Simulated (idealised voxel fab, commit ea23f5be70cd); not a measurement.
process module | voxel quadruple lines
cross-section cut | 170 nm wide | cells 5 nm
A cross-section is a grid of square cells, given in bands from the top down. A band is one or more rows of cells.
Each band's line starts with the height of the band's top and of its bottom, in nm. Then come its materials from left to right, each with its width in nm. One material with "throughout" fills the band from edge to edge. "air" is empty space.
Height 0 is the level under which the wafer as received is all one material. The lowest band goes on downwards, as in "0 down".
A width such as "30 to 40" changes by the same amount from each row of cells to the next, from the band's top row to its bottom row.
"no change" after a step means that no cell of the cross-section changed.
closed voids: empty space of 8 cells or more with no open way to the top, each as width x height at its distance from the left edge, in nm
after a step's settings: what the simulator itself notes on the step
overlay nm, on a step with a mask: how far to the right of its planned place the mask lay; to the left if negative
plan
1 op RECEIVE | material Si
2 op CONFORMAL_DEP | material Al2O3 | thk nm 5
3 op DIRECTIONAL_DEP | material W | thk nm 10
4 op DIRECTIONAL_DEP | material polySi | thk nm 15
5 op DIRECTIONAL_DEP | material aC | thk nm 25
6 op PATTERN | tone cover | mask id MANDREL | material resist | width nm 30 | thk nm 35 | overlay nm 0
7 op DIRECTIONAL_ETCH | etch materials aC | depth nm 25
8 op STRIP | etch materials resist
9 op CONFORMAL_DEP | material SiO2 | thk nm 10
10 op DIRECTIONAL_ETCH | etch materials SiO2 | depth nm 10
11 op STRIP | etch materials aC
12 op DIRECTIONAL_ETCH | etch materials polySi | depth nm 15
13 op STRIP | etch materials SiO2
14 op CONFORMAL_DEP | material SiCN | thk nm 10
15 op DIRECTIONAL_ETCH | etch materials SiCN | depth nm 10
16 op STRIP | etch materials polySi
17 op DIRECTIONAL_ETCH | etch materials W | depth nm 10
18 op STRIP | etch materials SiCN
19 op FILL_DEP | material lowk | thk nm 10
20 op CMP | height nm 15
as received, after step 1
  0 down: Si throughout
  closed voids: none
first wafer at the end, as planned
  15 to 5: lowk 50 | W 10 | lowk 10 | W 10 | lowk 10 | W 10 | lowk 10 | W 10 | lowk 50
  5 to 0: Al2O3 throughout
  0 down: Si throughout
  closed voids: none
second wafer at the end: like start, like plan, one mistake
  15 to 5: lowk 50 | W 10 | lowk 50 | W 10 | lowk 50
  5 to 0: Al2O3 throughout
  0 down: Si throughout
  closed voids: none
what went wrong: steps 11 and 12 were swapped
at the end the second wafer has, in cells: 8 fewer of W | 8 more of lowk
